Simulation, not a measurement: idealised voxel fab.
process module | voxel transistor to metal
cross-section cut | 285 nm wide | cells 5 nm
A cross-section is a grid of square cells, given in bands from the top down. A band is one or more rows of cells.
Each band's line starts with the height of the band's top and of its bottom, in nm. Then come its materials from left to right, each with its width in nm. One material with "throughout" fills the band from edge to edge. "air" is empty space.
Height 0 is the level under which the wafer as received is all one material. The lowest band goes on downwards, as in "0 down".
A width such as "30 to 40" changes by the same amount from each row of cells to the next, from the band's top row to its bottom row.
"no change" after a step means that no cell of the cross-section changed.
closed voids: empty space of 8 cells or more with no open way to the top, each as width x height at its distance from the left edge, in nm
after a step's settings: what the simulator itself notes on the step
overlay nm, on a step with a mask: how far to the right of its planned place the mask lay; to the left if negative
Each pair below shows a cross-section before one step and the cross-section after it, down to the lowest band that changed. The line under each pair gives the step between them, with its settings. The pairs can come from different runs of this module on the same starting wafer, so a pair continues from the pair above only where its "before" says so.
before
  0 to -5: SiO2 throughout
  -5 to -35: SiO2 25 | Si 100 | SiO2 30 | Si 100 | SiO2 30
  -35 down: Si throughout
  closed voids: none
after
  15 to 0: polySi throughout
  below 0: unchanged
  closed voids: none
the step between: op DIRECTIONAL_DEP | material polySi | thk nm 15
before: the cross-section after the pair above
after
  30 to 15: SiCN throughout
  below 15: unchanged
  closed voids: none
the step between: op DIRECTIONAL_DEP | material SiCN | thk nm 15
before: the cross-section after the pair above
after
  40 to 30: aC throughout
  below 30: unchanged
  closed voids: none
the step between: op DIRECTIONAL_DEP | material aC | thk nm 10
before: the cross-section after the pair above
after
  65 to 40: air 65 | resist 20 | air 110 | resist 20 | air 70
  below 40: unchanged
  closed voids: none
the step between: op PATTERN | tone cover | mask id GATE | material resist | width nm 20 | pitch nm 130 | thk nm 25 | overlay nm 0
before: the cross-section after the pair above
after
  55 to 40: air 65 | resist 20 | air 110 | resist 20 | air 70
  40 to 30: air 65 | aC 20 | air 110 | aC 20 | air 70
  below 30: unchanged
  closed voids: none
the step between: op DIRECTIONAL_ETCH | etch materials aC | depth nm 10
before: the cross-section after the pair above
after
  40 to 30: air 65 | aC 20 | air 110 | aC 20 | air 70
  below 30: unchanged
  closed voids: none
the step between: op STRIP | etch materials resist
before: the cross-section after the pair above
after
  40 to 30: air 65 | aC 20 | air 110 | aC 20 | air 70
  30 to 15: air 65 | SiCN 20 | air 110 | SiCN 20 | air 70
  below 15: unchanged
  closed voids: none
the step between: op DIRECTIONAL_ETCH | etch materials SiCN | depth nm 25
before: the cross-section after the pair above
after
  40 to 30: air 65 | aC 20 | air 110 | aC 20 | air 70
  30 to 15: air 65 | SiCN 20 | air 110 | SiCN 20 | air 70
  15 to 0: air 65 | polySi 20 | air 110 | polySi 20 | air 70
  below 0: unchanged
  closed voids: none
the step between: op DIRECTIONAL_ETCH | etch materials polySi | depth nm 30
before: the cross-section after the pair above
after
  30 to 15: air 65 | SiCN 20 | air 110 | SiCN 20 | air 70
  below 15: unchanged
  closed voids: none
the step between: op STRIP | etch materials aC
before: the cross-section after the pair above
after
  35 to 30: air 60 | SiO2 30 | air 100 | SiO2 30 | air 65
  30 to 15: air 60 | SiO2 5 | SiCN 20 | SiO2 5 | air 100 | SiO2 5 | SiCN 20 | SiO2 5 | air 65
  15 to 5: air 60 | SiO2 5 | polySi 20 | SiO2 5 | air 100 | SiO2 5 | polySi 20 | SiO2 5 | air 65
  5 to 0: SiO2 65 | polySi 20 | SiO2 110 | polySi 20 | SiO2 70
  below 0: unchanged
  closed voids: none
the step between: op CONFORMAL_DEP | material SiO2 | thk nm 5
before: the cross-section after the pair above
after
  30 to 15: air 60 | SiO2 5 | SiCN 20 | SiO2 5 | air 100 | SiO2 5 | SiCN 20 | SiO2 5 | air 65
  15 to 0: air 60 | SiO2 5 | polySi 20 | SiO2 5 | air 100 | SiO2 5 | polySi 20 | SiO2 5 | air 65
  below 0: unchanged
  closed voids: none
the step between: op DIRECTIONAL_ETCH | etch materials SiO2 | depth nm 5
before: the cross-section after the pair above
after
  40 to 30: air 50 | SiN 50 | air 80 | SiN 50 | air 55
  30 to 15: air 50 | SiN 10 | SiO2 5 | SiCN 20 | SiO2 5 | SiN 10 | air 80 | SiN 10 | SiO2 5 | SiCN 20 | SiO2 5 | SiN 10 | air 55
  15 to 10: air 50 | SiN 10 | SiO2 5 | polySi 20 | SiO2 5 | SiN 10 | air 80 | SiN 10 | SiO2 5 | polySi 20 | SiO2 5 | SiN 10 | air 55
  10 to 0: SiN 60 | SiO2 5 | polySi 20 | SiO2 5 | SiN 100 | SiO2 5 | polySi 20 | SiO2 5 | SiN 65
  below 0: unchanged
  closed voids: none
the step between: op CONFORMAL_DEP | material SiN | thk nm 10
before: the cross-section after the pair above
after
  30 to 15: air 50 | SiN 10 | SiO2 5 | SiCN 20 | SiO2 5 | SiN 10 | air 80 | SiN 10 | SiO2 5 | SiCN 20 | SiO2 5 | SiN 10 | air 55
  15 to 0: air 50 | SiN 10 | SiO2 5 | polySi 20 | SiO2 5 | SiN 10 | air 80 | SiN 10 | SiO2 5 | polySi 20 | SiO2 5 | SiN 10 | air 55
  below 0: unchanged
  closed voids: none
the step between: op DIRECTIONAL_ETCH | etch materials SiN | depth nm 10
before: the cross-section after the pair above
after
  30 to 25: air 50 | SiN 10 | air 5 | SiCN 20 | air 5 | SiN 10 | air 80 | SiN 10 | air 5 | SiCN 20 | air 5 | SiN 10 | air 55
  25 to 15: air 50 | SiN 10 | SiO2 5 | SiCN 20 | SiO2 5 | SiN 10 | air 80 | SiN 10 | SiO2 5 | SiCN 20 | SiO2 5 | SiN 10 | air 55
  15 to 0: air 50 | SiN 10 | SiO2 5 | polySi 20 | SiO2 5 | SiN 10 | air 80 | SiN 10 | SiO2 5 | polySi 20 | SiO2 5 | SiN 10 | air 55
  0 to -5: air 50 | SiO2 50 | air 80 | SiO2 50 | air 55
  below -5: unchanged
  closed voids: none
the step between: op DIRECTIONAL_ETCH | etch materials SiO2 | depth nm 5
before: the cross-section after the pair above
after
  30 to 25: air 50 | SiN 10 | air 5 | SiCN 20 | air 5 | SiN 10 | air 80 | SiN 10 | air 5 | SiCN 20 | air 5 | SiN 10 | air 55
  25 to 15: air 50 | SiN 10 | SiO2 5 | SiCN 20 | SiO2 5 | SiN 10 | air 80 | SiN 10 | SiO2 5 | SiCN 20 | SiO2 5 | SiN 10 | air 55
  15 to 0: air 50 | SiN 10 | SiO2 5 | polySi 20 | SiO2 5 | SiN 10 | air 80 | SiN 10 | SiO2 5 | polySi 20 | SiO2 5 | SiN 10 | air 55
  0 to -5: air 50 | SiO2 50 | air 80 | SiO2 50 | air 55
  -5 to -20: SiO2 25 | air 25 | Si 50 | air 25 | SiO2 30 | air 25 | Si 50 | air 25 | SiO2 30
  below -20: unchanged
  closed voids: none
the step between: op DIRECTIONAL_ETCH | etch materials Si | depth nm 15
before: the cross-section after the pair above
after
  30 to 25: air 50 | SiN 10 | air 5 | SiCN 20 | air 5 | SiN 10 | air 80 | SiN 10 | air 5 | SiCN 20 | air 5 | SiN 10 | air 55
  25 to 15: air 50 | SiN 10 | SiO2 5 | SiCN 20 | SiO2 5 | SiN 10 | air 80 | SiN 10 | SiO2 5 | SiCN 20 | SiO2 5 | SiN 10 | air 55
  15 to 0: air 30 | nSi 20 | SiN 10 | SiO2 5 | polySi 20 | SiO2 5 | SiN 10 | nSi 20 | air 40 | nSi 20 | SiN 10 | SiO2 5 | polySi 20 | SiO2 5 | SiN 10 | nSi 20 | air 35
  0 to -5: air 20 | nSi 30 | SiO2 50 | nSi 30 | air 20 | nSi 30 | SiO2 50 | nSi 30 | air 25
  -5 to -20: SiO2 25 | nSi 25 | Si 50 | nSi 25 | SiO2 30 | nSi 25 | Si 50 | nSi 25 | SiO2 30
  below -20: unchanged
  closed voids: none
the step between: op EPI | material nSi | thk nm 20
before: the cross-section after the pair above
after
  40 to 30: SiO2 throughout
  30 to 15: SiO2 50 | SiN 10 | SiO2 5 | SiCN 20 | SiO2 5 | SiN 10 | SiO2 80 | SiN 10 | SiO2 5 | SiCN 20 | SiO2 5 | SiN 10 | SiO2 55
  15 to 0: SiO2 30 | nSi 20 | SiN 10 | SiO2 5 | polySi 20 | SiO2 5 | SiN 10 | nSi 20 | SiO2 40 | nSi 20 | SiN 10 | SiO2 5 | polySi 20 | SiO2 5 | SiN 10 | nSi 20 | SiO2 35
  0 to -5: SiO2 20 | nSi 30 | SiO2 50 | nSi 30 | SiO2 20 | nSi 30 | SiO2 50 | nSi 30 | SiO2 25
  below -5: unchanged
  closed voids: none
the step between: op FILL_DEP | material SiO2 | thk nm 10
before: the cross-section after the pair above
after
  35 to 30: SiO2 throughout
  below 30: unchanged
  closed voids: none
the step between: op CMP | height nm 35
before: the cross-section after the pair above
after
  50 to 30: SiO2 throughout
  below 30: unchanged
  closed voids: none
the step between: op DIRECTIONAL_DEP | material SiO2 | thk nm 15
before: the cross-section after the pair above
after
  70 to 50: resist 30 | air 15 | resist 60 | air 15 | resist 40 | air 15 | resist 60 | air 15 | resist 35
  below 50: unchanged
  closed voids: none
the step between: op PATTERN | tone open | mask id CONTACT | material resist | width nm 15 | thk nm 20 | overlay nm 0
before: the cross-section after the pair above
after
  70 to 50: resist 30 | air 15 | resist 60 | air 15 | resist 40 | air 15 | resist 60 | air 15 | resist 35
  50 to 30: SiO2 30 | air 15 | SiO2 60 | air 15 | SiO2 40 | air 15 | SiO2 60 | air 15 | SiO2 35
  30 to 15: SiO2 30 | air 15 | SiO2 5 | SiN 10 | SiO2 5 | SiCN 20 | SiO2 5 | SiN 10 | SiO2 5 | air 15 | SiO2 40 | air 15 | SiO2 5 | SiN 10 | SiO2 5 | SiCN 20 | SiO2 5 | SiN 10 | SiO2 5 | air 15 | SiO2 35
  below 15: unchanged
  closed voids: none
the step between: op DIRECTIONAL_ETCH | etch materials SiO2 | depth nm 35
before: the cross-section after the pair above
after
  50 to 30: SiO2 30 | air 15 | SiO2 60 | air 15 | SiO2 40 | air 15 | SiO2 60 | air 15 | SiO2 35
  below 30: unchanged
  closed voids: none
the step between: op STRIP | etch materials resist
before: the cross-section after the pair above
after
  55 to 50: TiN 35 | air 5 | TiN 70 | air 5 | TiN 50 | air 5 | TiN 70 | air 5 | TiN 40
  50 to 30: SiO2 30 | TiN 5 | air 5 | TiN 5 | SiO2 60 | TiN 5 | air 5 | TiN 5 | SiO2 40 | TiN 5 | air 5 | TiN 5 | SiO2 60 | TiN 5 | air 5 | TiN 5 | SiO2 35
  30 to 20: SiO2 30 | TiN 5 | air 5 | TiN 5 | SiO2 5 | SiN 10 | SiO2 5 | SiCN 20 | SiO2 5 | SiN 10 | SiO2 5 | TiN 5 | air 5 | TiN 5 | SiO2 40 | TiN 5 | air 5 | TiN 5 | SiO2 5 | SiN 10 | SiO2 5 | SiCN 20 | SiO2 5 | SiN 10 | SiO2 5 | TiN 5 | air 5 | TiN 5 | SiO2 35
  20 to 15: SiO2 30 | TiN 15 | SiO2 5 | SiN 10 | SiO2 5 | SiCN 20 | SiO2 5 | SiN 10 | SiO2 5 | TiN 15 | SiO2 40 | TiN 15 | SiO2 5 | SiN 10 | SiO2 5 | SiCN 20 | SiO2 5 | SiN 10 | SiO2 5 | TiN 15 | SiO2 35
  below 15: unchanged
  closed voids: none
the step between: op CONFORMAL_DEP | material TiN | thk nm 5
before: the cross-section after the pair above
after
  60 to 55: Ru throughout
  55 to 50: TiN 35 | Ru 5 | TiN 70 | Ru 5 | TiN 50 | Ru 5 | TiN 70 | Ru 5 | TiN 40
  50 to 30: SiO2 30 | TiN 5 | Ru 5 | TiN 5 | SiO2 60 | TiN 5 | Ru 5 | TiN 5 | SiO2 40 | TiN 5 | Ru 5 | TiN 5 | SiO2 60 | TiN 5 | Ru 5 | TiN 5 | SiO2 35
  30 to 20: SiO2 30 | TiN 5 | Ru 5 | TiN 5 | SiO2 5 | SiN 10 | SiO2 5 | SiCN 20 | SiO2 5 | SiN 10 | SiO2 5 | TiN 5 | Ru 5 | TiN 5 | SiO2 40 | TiN 5 | Ru 5 | TiN 5 | SiO2 5 | SiN 10 | SiO2 5 | SiCN 20 | SiO2 5 | SiN 10 | SiO2 5 | TiN 5 | Ru 5 | TiN 5 | SiO2 35
  below 20: unchanged
  closed voids: none
the step between: op FILL_DEP | material Ru | thk nm 5
before: the cross-section after the pair above
after
  50 to 30: SiO2 30 | TiN 5 | Ru 5 | TiN 5 | SiO2 60 | TiN 5 | Ru 5 | TiN 5 | SiO2 40 | TiN 5 | Ru 5 | TiN 5 | SiO2 60 | TiN 5 | Ru 5 | TiN 5 | SiO2 35
  below 30: unchanged
  closed voids: none
the step between: op CMP | height nm 50
before: the cross-section after the pair above
after
  55 to 50: TiN throughout
  below 50: unchanged
  closed voids: none
the step between: op DIRECTIONAL_DEP | material TiN | thk nm 5
before: the cross-section after the pair above
after
  80 to 55: Ru throughout
  below 55: unchanged
  closed voids: none
the step between: op DIRECTIONAL_DEP | material Ru | thk nm 25
before: the cross-section after the pair above
after
  80 to 55: air 30 | Ru 15 | air 60 | Ru 15 | air 40 | Ru 15 | air 60 | Ru 15 | air 35
  below 55: unchanged
  closed voids: none
the step between: op MASKED_ETCH | tone cover | mask id METAL_1 | width nm 15 | etch materials Ru | depth nm 25 | overlay nm 0
before: the cross-section after the pair above
after
  80 to 55: air 30 | Ru 15 | air 60 | Ru 15 | air 40 | Ru 15 | air 60 | Ru 15 | air 35
  55 to 50: air 30 | TiN 15 | air 60 | TiN 15 | air 40 | TiN 15 | air 60 | TiN 15 | air 35
  below 50: unchanged
  closed voids: none
the step between: op MASKED_ETCH | tone cover | mask id METAL_1 | width nm 15 | etch materials TiN | depth nm 5 | overlay nm 0
before: the cross-section after the pair above
after
  85 to 80: air 25 | SiN 25 | air 50 | SiN 25 | air 30 | SiN 25 | air 50 | SiN 25 | air 30
  80 to 55: air 25 | SiN 5 | Ru 15 | SiN 5 | air 50 | SiN 5 | Ru 15 | SiN 5 | air 30 | SiN 5 | Ru 15 | SiN 5 | air 50 | SiN 5 | Ru 15 | SiN 5 | air 30
  55 to 50: SiN 30 | TiN 15 | SiN 60 | TiN 15 | SiN 40 | TiN 15 | SiN 60 | TiN 15 | SiN 35
  below 50: unchanged
  closed voids: none
the step between: op CONFORMAL_DEP | material SiN | thk nm 5
before: the cross-section after the pair above
after
  95 to 85: lowk throughout
  85 to 80: lowk 25 | SiN 25 | lowk 50 | SiN 25 | lowk 30 | SiN 25 | lowk 50 | SiN 25 | lowk 30
  80 to 55: lowk 25 | SiN 5 | Ru 15 | SiN 5 | lowk 50 | SiN 5 | Ru 15 | SiN 5 | lowk 30 | SiN 5 | Ru 15 | SiN 5 | lowk 50 | SiN 5 | Ru 15 | SiN 5 | lowk 30
  below 55: unchanged
  closed voids: none
the step between: op FILL_DEP | material lowk | thk nm 10
before: the cross-section after the pair above
after
  80 to 55: lowk 25 | SiN 5 | Ru 15 | SiN 5 | lowk 50 | SiN 5 | Ru 15 | SiN 5 | lowk 30 | SiN 5 | Ru 15 | SiN 5 | lowk 50 | SiN 5 | Ru 15 | SiN 5 | lowk 30
  below 55: unchanged
  closed voids: none
the step between: op CMP | height nm 80
before: the cross-section after the pair above
after
  85 to 80: SiCN throughout
  below 80: unchanged
  closed voids: none
the step between: op CONFORMAL_DEP | material SiCN | thk nm 5
before
  25 to 15: aC throughout
  15 to 5: SiN throughout
  5 to 0: SiO2 throughout
  0 down: Si throughout
  closed voids: none
after
  50 to 25: air 20 | resist 110 | air 20 | resist 110 | air 25
  below 25: unchanged
  closed voids: none
the step between: op PATTERN | tone cover | mask id ACTIVE | material resist | width nm 110 | pitch nm 130 | thk nm 25 | overlay nm 0
before: the cross-section after the pair above
after
  40 to 25: air 20 | resist 110 | air 20 | resist 110 | air 25
  25 to 15: air 20 | aC 110 | air 20 | aC 110 | air 25
  below 15: unchanged
  closed voids: none
the step between: op DIRECTIONAL_ETCH | etch materials aC | depth nm 10
before: the cross-section after the pair above
after
  25 to 15: air 20 | aC 110 | air 20 | aC 110 | air 25
  below 15: unchanged
  closed voids: none
the step between: op STRIP | etch materials resist
before: the cross-section after the pair above
after
  25 to 15: air 20 | aC 110 | air 20 | aC 110 | air 25
  15 to 5: air 20 | SiN 110 | air 20 | SiN 110 | air 25
  below 5: unchanged
  closed voids: none
the step between: op DIRECTIONAL_ETCH | etch materials SiN | depth nm 10
before: the cross-section after the pair above
after
  25 to 15: air 20 | aC 110 | air 20 | aC 110 | air 25
  15 to 5: air 20 | SiN 110 | air 20 | SiN 110 | air 25
  5 to 0: air 20 | SiO2 110 | air 20 | SiO2 110 | air 25
  below 0: unchanged
  closed voids: none
the step between: op DIRECTIONAL_ETCH | etch materials SiO2 | depth nm 5
before: the cross-section after the pair above
after
  25 to 15: air 20 | aC 110 | air 20 | aC 110 | air 25
  15 to 5: air 20 | SiN 110 | air 20 | SiN 110 | air 25
  5 to 0: air 20 | SiO2 110 | air 20 | SiO2 110 | air 25
  0 to -35: air 20 | Si 110 | air 20 | Si 110 | air 25
  below -35: unchanged
  closed voids: none
the step between: op DIRECTIONAL_ETCH | etch materials Si | depth nm 35
before: the cross-section after the pair above
after
  15 to 5: air 20 | SiN 110 | air 20 | SiN 110 | air 25
  below 5: unchanged
  closed voids: none
the step between: op STRIP | etch materials aC
before: the cross-section after the pair above
after
  30 to 15: SiO2 throughout
  15 to 5: SiO2 20 | SiN 110 | SiO2 20 | SiN 110 | SiO2 25
  5 to 0: SiO2 throughout
  0 to -35: SiO2 20 | Si 110 | SiO2 20 | Si 110 | SiO2 25
  below -35: unchanged
  closed voids: none
the step between: op FILL_DEP | material SiO2 | thk nm 15
before: the cross-section after the pair above
after
  15 to 5: SiO2 20 | SiN 110 | SiO2 20 | SiN 110 | SiO2 25
  below 5: unchanged
  closed voids: none
the step between: op CMP | height nm 15
before: the cross-section after the pair above
after
  15 to 5: air 20 | SiN 110 | air 20 | SiN 110 | air 25
  below 5: unchanged
  closed voids: none
the step between: op SELECTIVE_ETCH | etch materials SiO2 | depth nm 10
before: the cross-section after the pair above
after
  5 to 0: SiO2 throughout
  below 0: unchanged
  closed voids: none
the step between: op STRIP | etch materials SiN
before: the cross-section after the pair above
after
  0 to -35: SiO2 20 | Si 110 | SiO2 20 | Si 110 | SiO2 25
  below -35: unchanged
  closed voids: none
the step between: op SELECTIVE_ETCH | etch materials SiO2 | depth nm 5
before: the cross-section after the pair above
after
  0 to -5: SiO2 throughout
  below -5: unchanged
  closed voids: none
the step between: op OXIDIZE | depth nm 5
before: the cross-section after the pair above
after
  20 to 0: polySi throughout
  below 0: unchanged
  closed voids: none
the step between: op DIRECTIONAL_DEP | material polySi | thk nm 20
before: the cross-section after the pair above
after
  35 to 20: SiCN throughout
  below 20: unchanged
  closed voids: none
the step between: op DIRECTIONAL_DEP | material SiCN | thk nm 15
before: the cross-section after the pair above
after
  45 to 35: aC throughout
  below 35: unchanged
  closed voids: none
the step between: op DIRECTIONAL_DEP | material aC | thk nm 10
before: the cross-section after the pair above
after
  70 to 45: air 65 | resist 20 | air 110 | resist 20 | air 70
  below 45: unchanged
  closed voids: none
the step between: op PATTERN | tone cover | mask id GATE | material resist | width nm 20 | pitch nm 130 | thk nm 25 | overlay nm 0
before: the cross-section after the pair above
after
  60 to 45: air 65 | resist 20 | air 110 | resist 20 | air 70
  45 to 35: air 65 | aC 20 | air 110 | aC 20 | air 70
  below 35: unchanged
  closed voids: none
the step between: op DIRECTIONAL_ETCH | etch materials aC | depth nm 10
before: the cross-section after the pair above
after
  45 to 35: air 65 | aC 20 | air 110 | aC 20 | air 70
  below 35: unchanged
  closed voids: none
the step between: op STRIP | etch materials resist
before: the cross-section after the pair above
after
  45 to 35: air 65 | aC 20 | air 110 | aC 20 | air 70
  35 to 20: air 65 | SiCN 20 | air 110 | SiCN 20 | air 70
  below 20: unchanged
  closed voids: none
the step between: op DIRECTIONAL_ETCH | etch materials SiCN | depth nm 25
before: the cross-section after the pair above
after
  45 to 35: air 65 | aC 20 | air 110 | aC 20 | air 70
  35 to 20: air 65 | SiCN 20 | air 110 | SiCN 20 | air 70
  20 to 0: air 65 | polySi 20 | air 110 | polySi 20 | air 70
  below 0: unchanged
  closed voids: none
the step between: op DIRECTIONAL_ETCH | etch materials polySi | depth nm 30
before: the cross-section after the pair above
after
  35 to 20: air 65 | SiCN 20 | air 110 | SiCN 20 | air 70
  below 20: unchanged
  closed voids: none
the step between: op STRIP | etch materials aC
before: the cross-section after the pair above
after
  40 to 35: air 60 | SiO2 30 | air 100 | SiO2 30 | air 65
  35 to 20: air 60 | SiO2 5 | SiCN 20 | SiO2 5 | air 100 | SiO2 5 | SiCN 20 | SiO2 5 | air 65
  20 to 5: air 60 | SiO2 5 | polySi 20 | SiO2 5 | air 100 | SiO2 5 | polySi 20 | SiO2 5 | air 65
  5 to 0: SiO2 65 | polySi 20 | SiO2 110 | polySi 20 | SiO2 70
  below 0: unchanged
  closed voids: none
the step between: op CONFORMAL_DEP | material SiO2 | thk nm 5
before: the cross-section after the pair above
after
  35 to 20: air 60 | SiO2 5 | SiCN 20 | SiO2 5 | air 100 | SiO2 5 | SiCN 20 | SiO2 5 | air 65
  20 to 0: air 60 | SiO2 5 | polySi 20 | SiO2 5 | air 100 | SiO2 5 | polySi 20 | SiO2 5 | air 65
  below 0: unchanged
  closed voids: none
the step between: op DIRECTIONAL_ETCH | etch materials SiO2 | depth nm 5
before: the cross-section after the pair above
after
  45 to 35: air 50 | SiN 50 | air 80 | SiN 50 | air 55
  35 to 20: air 50 | SiN 10 | SiO2 5 | SiCN 20 | SiO2 5 | SiN 10 | air 80 | SiN 10 | SiO2 5 | SiCN 20 | SiO2 5 | SiN 10 | air 55
  20 to 10: air 50 | SiN 10 | SiO2 5 | polySi 20 | SiO2 5 | SiN 10 | air 80 | SiN 10 | SiO2 5 | polySi 20 | SiO2 5 | SiN 10 | air 55
  10 to 0: SiN 60 | SiO2 5 | polySi 20 | SiO2 5 | SiN 100 | SiO2 5 | polySi 20 | SiO2 5 | SiN 65
  below 0: unchanged
  closed voids: none
the step between: op CONFORMAL_DEP | material SiN | thk nm 10
before: the cross-section after the pair above
after
  35 to 20: air 50 | SiN 10 | SiO2 5 | SiCN 20 | SiO2 5 | SiN 10 | air 80 | SiN 10 | SiO2 5 | SiCN 20 | SiO2 5 | SiN 10 | air 55
  20 to 0: air 50 | SiN 10 | SiO2 5 | polySi 20 | SiO2 5 | SiN 10 | air 80 | SiN 10 | SiO2 5 | polySi 20 | SiO2 5 | SiN 10 | air 55
  below 0: unchanged
  closed voids: none
the step between: op DIRECTIONAL_ETCH | etch materials SiN | depth nm 10
before: the cross-section after the pair above
after
  35 to 30: air 50 | SiN 10 | air 5 | SiCN 20 | air 5 | SiN 10 | air 80 | SiN 10 | air 5 | SiCN 20 | air 5 | SiN 10 | air 55
  30 to 20: air 50 | SiN 10 | SiO2 5 | SiCN 20 | SiO2 5 | SiN 10 | air 80 | SiN 10 | SiO2 5 | SiCN 20 | SiO2 5 | SiN 10 | air 55
  20 to 0: air 50 | SiN 10 | SiO2 5 | polySi 20 | SiO2 5 | SiN 10 | air 80 | SiN 10 | SiO2 5 | polySi 20 | SiO2 5 | SiN 10 | air 55
  0 to -5: air 50 | SiO2 50 | air 80 | SiO2 50 | air 55
  below -5: unchanged
  closed voids: none
the step between: op DIRECTIONAL_ETCH | etch materials SiO2 | depth nm 5
before: the cross-section after the pair above
after
  35 to 30: air 50 | SiN 10 | air 5 | SiCN 20 | air 5 | SiN 10 | air 80 | SiN 10 | air 5 | SiCN 20 | air 5 | SiN 10 | air 55
  30 to 20: air 50 | SiN 10 | SiO2 5 | SiCN 20 | SiO2 5 | SiN 10 | air 80 | SiN 10 | SiO2 5 | SiCN 20 | SiO2 5 | SiN 10 | air 55
  20 to 0: air 50 | SiN 10 | SiO2 5 | polySi 20 | SiO2 5 | SiN 10 | air 80 | SiN 10 | SiO2 5 | polySi 20 | SiO2 5 | SiN 10 | air 55
  0 to -5: air 50 | SiO2 50 | air 80 | SiO2 50 | air 55
  -5 to -20: SiO2 20 | air 30 | Si 50 | air 30 | SiO2 20 | air 30 | Si 50 | air 30 | SiO2 25
  below -20: unchanged
  closed voids: none
the step between: op DIRECTIONAL_ETCH | etch materials Si | depth nm 15
before: the cross-section after the pair above
after
  35 to 30: air 50 | SiN 10 | air 5 | SiCN 20 | air 5 | SiN 10 | air 80 | SiN 10 | air 5 | SiCN 20 | air 5 | SiN 10 | air 55
  30 to 20: air 50 | SiN 10 | SiO2 5 | SiCN 20 | SiO2 5 | SiN 10 | air 80 | SiN 10 | SiO2 5 | SiCN 20 | SiO2 5 | SiN 10 | air 55
  20 to 15: air 50 | SiN 10 | SiO2 5 | polySi 20 | SiO2 5 | SiN 10 | air 80 | SiN 10 | SiO2 5 | polySi 20 | SiO2 5 | SiN 10 | air 55
  15 to 0: air 30 | nSi 20 | SiN 10 | SiO2 5 | polySi 20 | SiO2 5 | SiN 10 | nSi 20 | air 40 | nSi 20 | SiN 10 | SiO2 5 | polySi 20 | SiO2 5 | SiN 10 | nSi 20 | air 35
  0 to -5: air 15 | nSi 35 | SiO2 50 | nSi 35 | air 10 | nSi 35 | SiO2 50 | nSi 35 | air 20
  -5 to -20: SiO2 20 | nSi 30 | Si 50 | nSi 30 | SiO2 20 | nSi 30 | Si 50 | nSi 30 | SiO2 25
  below -20: unchanged
  closed voids: none
the step between: op EPI | material nSi | thk nm 20
before: the cross-section after the pair above
after
  45 to 35: SiO2 throughout
  35 to 20: SiO2 50 | SiN 10 | SiO2 5 | SiCN 20 | SiO2 5 | SiN 10 | SiO2 80 | SiN 10 | SiO2 5 | SiCN 20 | SiO2 5 | SiN 10 | SiO2 55
  20 to 15: SiO2 50 | SiN 10 | SiO2 5 | polySi 20 | SiO2 5 | SiN 10 | SiO2 80 | SiN 10 | SiO2 5 | polySi 20 | SiO2 5 | SiN 10 | SiO2 55
  15 to 0: SiO2 30 | nSi 20 | SiN 10 | SiO2 5 | polySi 20 | SiO2 5 | SiN 10 | nSi 20 | SiO2 40 | nSi 20 | SiN 10 | SiO2 5 | polySi 20 | SiO2 5 | SiN 10 | nSi 20 | SiO2 35
  0 to -5: SiO2 15 | nSi 35 | SiO2 50 | nSi 35 | SiO2 10 | nSi 35 | SiO2 50 | nSi 35 | SiO2 20
  below -5: unchanged
  closed voids: none
the step between: op FILL_DEP | material SiO2 | thk nm 10
before: the cross-section after the pair above
after
  35 to 20: SiO2 50 | SiN 10 | SiO2 5 | SiCN 20 | SiO2 5 | SiN 10 | SiO2 80 | SiN 10 | SiO2 5 | SiCN 20 | SiO2 5 | SiN 10 | SiO2 55
  below 20: unchanged
  closed voids: none
the step between: op CMP | height nm 35
before: the cross-section after the pair above
after
  50 to 35: SiO2 throughout
  below 35: unchanged
  closed voids: none
the step between: op DIRECTIONAL_DEP | material SiO2 | thk nm 15
before: the cross-section after the pair above
after
  70 to 50: resist 30 | air 15 | resist 60 | air 15 | resist 40 | air 15 | resist 60 | air 15 | resist 35
  below 50: unchanged
  closed voids: none
the step between: op PATTERN | tone open | mask id CONTACT | material resist | width nm 15 | thk nm 20 | overlay nm 0
before: the cross-section after the pair above
after
  70 to 50: resist 30 | air 15 | resist 60 | air 15 | resist 40 | air 15 | resist 60 | air 15 | resist 35
  50 to 35: SiO2 30 | air 15 | SiO2 60 | air 15 | SiO2 40 | air 15 | SiO2 60 | air 15 | SiO2 35
  35 to 20: SiO2 30 | air 15 | SiO2 5 | SiN 10 | SiO2 5 | SiCN 20 | SiO2 5 | SiN 10 | SiO2 5 | air 15 | SiO2 40 | air 15 | SiO2 5 | SiN 10 | SiO2 5 | SiCN 20 | SiO2 5 | SiN 10 | SiO2 5 | air 15 | SiO2 35
  20 to 15: SiO2 30 | air 15 | SiO2 5 | SiN 10 | SiO2 5 | polySi 20 | SiO2 5 | SiN 10 | SiO2 5 | air 15 | SiO2 40 | air 15 | SiO2 5 | SiN 10 | SiO2 5 | polySi 20 | SiO2 5 | SiN 10 | SiO2 5 | air 15 | SiO2 35
  below 15: unchanged
  closed voids: none
the step between: op DIRECTIONAL_ETCH | etch materials SiO2 | depth nm 35
before: the cross-section after the pair above
after
  50 to 35: SiO2 30 | air 15 | SiO2 60 | air 15 | SiO2 40 | air 15 | SiO2 60 | air 15 | SiO2 35
  below 35: unchanged
  closed voids: none
the step between: op STRIP | etch materials resist
before: the cross-section after the pair above
after
  55 to 50: TiN 35 | air 5 | TiN 70 | air 5 | TiN 50 | air 5 | TiN 70 | air 5 | TiN 40
  50 to 35: SiO2 30 | TiN 5 | air 5 | TiN 5 | SiO2 60 | TiN 5 | air 5 | TiN 5 | SiO2 40 | TiN 5 | air 5 | TiN 5 | SiO2 60 | TiN 5 | air 5 | TiN 5 | SiO2 35
  35 to 20: SiO2 30 | TiN 5 | air 5 | TiN 5 | SiO2 5 | SiN 10 | SiO2 5 | SiCN 20 | SiO2 5 | SiN 10 | SiO2 5 | TiN 5 | air 5 | TiN 5 | SiO2 40 | TiN 5 | air 5 | TiN 5 | SiO2 5 | SiN 10 | SiO2 5 | SiCN 20 | SiO2 5 | SiN 10 | SiO2 5 | TiN 5 | air 5 | TiN 5 | SiO2 35
  20 to 15: SiO2 30 | TiN 15 | SiO2 5 | SiN 10 | SiO2 5 | polySi 20 | SiO2 5 | SiN 10 | SiO2 5 | TiN 15 | SiO2 40 | TiN 15 | SiO2 5 | SiN 10 | SiO2 5 | polySi 20 | SiO2 5 | SiN 10 | SiO2 5 | TiN 15 | SiO2 35
  below 15: unchanged
  closed voids: none
the step between: op CONFORMAL_DEP | material TiN | thk nm 5
